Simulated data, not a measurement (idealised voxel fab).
process module | voxel air gaps
cross-section cut | 230 nm wide | cells 5 nm
A cross-section is a grid of square cells, given in bands from the top down. A band is one or more rows of cells.
Each band's line starts with the height of the band's top and of its bottom, in nm. Then come its materials from left to right, each with its width in nm. One material with "throughout" fills the band from edge to edge. "air" is empty space.
Height 0 is the level under which the wafer as received is all one material. The lowest band goes on downwards, as in "0 down".
A width such as "30 to 40" changes by the same amount from each row of cells to the next, from the band's top row to its bottom row.
"no change" after a step means that no cell of the cross-section changed.
closed voids: empty space of 8 cells or more with no open way to the top, each as width x height at its distance from the left edge, in nm
after a step's settings: what the simulator itself notes on the step
overlay nm, on a step with a mask: how far to the right of its planned place the mask lay; to the left if negative
plan
1 op RECEIVE | material Si
2 op CONFORMAL_DEP | material SiO2 | thk nm 10
3 op CONFORMAL_DEP | material SiCN | thk nm 5
4 op DIRECTIONAL_DEP | material SiO2 | thk nm 35
5 op PATTERN | tone open | mask id LINES | material resist | width nm 15 | pitch nm 40 | thk nm 20 | overlay nm 0
6 op DIRECTIONAL_ETCH | etch materials SiO2 | depth nm 35
7 op STRIP | etch materials resist
8 op CONFORMAL_DEP | material TiN | thk nm 5
9 op FILL_DEP | material W | thk nm 5
10 op CMP | height nm 50
11 op EPI | material Ru | thk nm 10
12 op SELECTIVE_ETCH | etch materials SiO2 | depth nm 45
13 op CONFORMAL_DEP | material SiCN | thk nm 5
as received, after step 1
  0 down: Si throughout
  closed voids: none
a wafer at the end: this start, this plan, one mistake
  55 to 45: SiCN throughout
  45 to 0: SiO2 throughout
  0 down: Si throughout
  closed voids: none
what went wrong: steps 3 and 4 were swapped
